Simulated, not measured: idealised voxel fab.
Process module, titled voxel wiring stack
Section cut is 155 nm wide and gridded with 5 nm square cells.
Format of a cross-section: grid, square cells. Given as bands. Order: top down. Band: one or more rows of cells. Read a band's entry like this: the first values are the height of its top and the height of its bottom in nm, and what follows is the sequence of materials from left to right, each with its width in nm. Note that "empty" is empty space, and that a single material marked "full width" reaches across the band from edge to edge. The reference from which all heights are counted is 0, the level beneath which the as-received wafer is entirely one material; the lowest band, having no lower bound, proceeds downward and is written after the example "from 0 down". Width: "30..40" (first number = top row, second number = bottom row, same change from row to row of cells). Any step labelled "no modification" changed none of the cells in the cross-section. In the "Closed void list" entry, you get each enclosed empty space of 8 cells or more, one with no open way to the top, written width x height at distance, distance from the left edge, in nm. On each step's line, the part that comes after the settings is the simulator's own comment on the step. overlay nm: mask offset rightward from planned place, masked step; negative means leftward offset.

Plan:
1) RECEIVE, material Si
2) CONFORMAL_DEP, material SiO2, thk nm 15
3) DIRECTIONAL_DEP, material TiN, thk nm 5
4) DIRECTIONAL_DEP, material W, thk nm 20
5) PATTERN, tone cover, mask id METAL_1, material resist, width nm 20, pitch nm 50, thk nm 20, overlay nm 0
6) DIRECTIONAL_ETCH, etch materials W, depth nm 20
7) DIRECTIONAL_ETCH, etch materials TiN, depth nm 5
8) STRIP, etch materials resist
9) CONFORMAL_DEP, material SiCN, thk nm 5
10) FILL_DEP, material lowk, thk nm 10
11) CMP, height nm 40
12) CONFORMAL_DEP, material SiCN, thk nm 5
13) DIRECTIONAL_DEP, material SiO2, thk nm 35
14) DIRECTIONAL_DEP, material aC, thk nm 10
15) PATTERN, tone open, mask id METAL_2, material resist, width nm 20, pitch nm 50, thk nm 25, overlay nm 0
16) DIRECTIONAL_ETCH, etch materials aC, depth nm 10
17) STRIP, etch materials resist
18) DIRECTIONAL_ETCH, etch materials SiO2, depth nm 20
19) STRIP, etch materials aC
20) PATTERN, tone open, mask id METAL_2_HOLES, material resist, width nm 15, thk nm 20, overlay nm 0
21) DIRECTIONAL_ETCH, etch materials SiO2, depth nm 15
22) DIRECTIONAL_ETCH, etch materials SiCN, depth nm 5
23) STRIP, etch materials resist
24) CONFORMAL_DEP, material TiN, thk nm 5
25) FILL_DEP, material Cu, thk nm 10
26) CMP, height nm 80
27) CONFORMAL_DEP, material SiN, thk nm 5

As-received state of the wafer in cross-section, equivalent to post-step 1:
- from 0 down = Si full width
- Closed void list: none

First of two wafers: cross-section at end of module, run per plan:
- from 85 to 80 = SiN full width
- from 80 to 65 = SiO2 (40); TiN (5); Cu (10); TiN (5); SiO2 (30); TiN (5); Cu (10); TiN (5); SiO2 (45)
- from 65 to 60 = SiO2 (40); TiN (5); Cu (5); TiN (10); SiO2 (30); TiN (20); SiO2 (45)
- from 60 to 45 = SiO2 (40); TiN (5); Cu (5); TiN (5); SiO2 (100)
- from 45 to 40 = SiCN (40); TiN (15); SiCN (100)
- from 40 to 20 = lowk (35); SiCN (5); W (20); SiCN (5); lowk (20); SiCN (5); W (20); SiCN (5); lowk (40)
- from 20 to 15 = SiCN (40); TiN (20); SiCN (30); TiN (20); SiCN (45)
- from 15 to 0 = SiO2 full width
- from 0 down = Si full width
- Closed void list: none

Second wafer at the end: like start, like plan, one mistake:
- from 85 to 80 = SiN full width
- from 80 to 50 = SiO2 (40); TiN (5); Cu (10); TiN (5); SiO2 (30); TiN (5); Cu (10); TiN (5); SiO2 (45)
- from 50 to 45 = SiO2 (40); TiN (5); Cu (5); TiN (10); SiO2 (30); TiN (20); SiO2 (45)
- from 45 to 40 = SiCN (40); TiN (15); SiCN (100)
- from 40 to 20 = lowk (35); SiCN (5); W (20); SiCN (5); lowk (20); SiCN (5); W (20); SiCN (5); lowk (40)
- from 20 to 15 = SiCN (40); TiN (20); SiCN (30); TiN (20); SiCN (45)
- from 15 to 0 = SiO2 full width
- from 0 down = Si full width
- Closed void list: none
What was done differently from what was planned? the plan had its step 18 run twice
Wafer comparison, final, in cells, second relative to first, materials more or fewer: 9 more of Cu; 15 fewer of SiO2; 6 more of TiN
